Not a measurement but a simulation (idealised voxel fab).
Herein follows the process module entitled voxel capacitor over wiring.
cross-section cut | 280 nm wide | cells 5 nm
A cross-section is a grid of square cells, given in bands from the top down. A band is one or more rows of cells.
The entry gives the band's vertical extent as a top height and a bottom height in nm, then its horizontal make-up as materials from left to right, each with a width in nm. "blank" stands for empty space; a single material marked "edge to edge" fills the band edge to edge.
Heights are measured from 0, the level below which the as-received wafer is all one material; the lowest band has no bottom and continues downward, written as in "from 0 down".
Quick explanation for "30..40": the width changes in equal steps down the rows of cells, from the first number in the band's top row to the second number in its bottom row.
When a step is marked "nothing was modified", none of the cells in the cross-section changed during that step.
"Encapsulated voids" enumerates empty spaces isolated from the top, with no open way to it, that contain at least 8 cells, giving each as width x height at distance from the left edge, all three in nm.
Step line, after settings: the simulator's comment on this step.
When a step includes a mask, the "overlay nm" setting on its line states how far to the right of its planned place that mask lay, and negative values state how far to the left.

Process steps (planned):
1 RECEIVE (material Si)
2 CONFORMAL_DEP (material SiO2; thk nm 15)
3 CONFORMAL_DEP (material SiCN; thk nm 5)
4 DIRECTIONAL_DEP (material lowk; thk nm 25)
5 PATTERN (tone open; mask id METAL_1; material resist; width nm 20; pitch nm 90; thk nm 15; overlay nm 0)
6 DIRECTIONAL_ETCH (etch materials lowk; depth nm 25)
7 DIRECTIONAL_ETCH (etch materials SiCN; depth nm 5)
8 STRIP (etch materials resist)
9 CONFORMAL_DEP (material TiN; thk nm 5)
10 FILL_DEP (material W; thk nm 5)
11 CMP (height nm 45)
12 EPI (material Ru; thk nm 5)
13 FILL_DEP (material SiCN; thk nm 5)
14 DIRECTIONAL_DEP (material SiO2; thk nm 20)
15 MASKED_ETCH (tone open; mask id PLUG_1; width nm 15; etch materials SiO2; depth nm 20; overlay nm 0)
16 MASKED_ETCH (tone open; mask id PLUG_1; width nm 15; etch materials SiCN; depth nm 5; overlay nm 0)
17 CONFORMAL_DEP (material TiN; thk nm 5)
18 FILL_DEP (material W; thk nm 10)
19 CMP (height nm 75)
20 DIRECTIONAL_DEP (material TiN; thk nm 5)
21 DIRECTIONAL_DEP (material SiN; thk nm 5)
22 DIRECTIONAL_DEP (material TiN; thk nm 5)
23 MASKED_ETCH (tone cover; mask id UPPER_PLATE; width nm 75; etch materials TiN; depth nm 5; overlay nm 0)
24 MASKED_ETCH (tone cover; mask id UPPER_PLATE; width nm 75; etch materials SiN; depth nm 5; overlay nm -15)
25 MASKED_ETCH (tone cover; mask id LOWER_PLATE; width nm 85; etch materials TiN; depth nm 5; overlay nm 0)
26 FILL_DEP (material SiO2; thk nm 20)
27 CMP (height nm 105)
28 PATTERN (tone open; mask id PLUG_2; material resist; width nm 15; thk nm 15; overlay nm 0)
29 DIRECTIONAL_ETCH (etch materials SiO2; depth nm 15)
30 STRIP (etch materials resist)
31 CONFORMAL_DEP (material TiN; thk nm 5)
32 FILL_DEP (material W; thk nm 10)
33 CMP (height nm 105)
34 CONFORMAL_DEP (material SiN; thk nm 5)
For clarity, it should be stated that the wafers under discussion commence in an identical condition and differ with respect to the overlay nm of step 24, the plan indicating the value that the first wafer had.

Sectional view: first of several wafers, as received, after step 1:
- from 0 down = Si edge to edge
- Encapsulated voids: none

Per wafer, end of module: cells gained (+) or lost (-) per material since receipt, then closed voids:
overlay nm -15 | +12 Ru | +145 SiCN | +74 SiN | +655 SiO2 | +80 TiN | +26 W | +240 lowk | Encapsulated voids: none
overlay nm -10 | +12 Ru | +145 SiCN | +73 SiN | +657 SiO2 | +79 TiN | +26 W | +240 lowk | Encapsulated voids: none
overlay nm -5 | +12 Ru | +145 SiCN | +72 SiN | +659 SiO2 | +78 TiN | +26 W | +240 lowk | Encapsulated voids: none
overlay nm 0 | +12 Ru | +145 SiCN | +71 SiN | +660 SiO2 | +78 TiN | +26 W | +240 lowk | Encapsulated voids: none
overlay nm 5 | +12 Ru | +145 SiCN | +72 SiN | +659 SiO2 | +78 TiN | +26 W | +240 lowk | Encapsulated voids: none
overlay nm 10 | +12 Ru | +145 SiCN | +73 SiN | +657 SiO2 | +79 TiN | +26 W | +240 lowk | Encapsulated voids: none
overlay nm 15 | +12 Ru | +145 SiCN | +74 SiN | +655 SiO2 | +80 TiN | +26 W | +240 lowk | Encapsulated voids: none
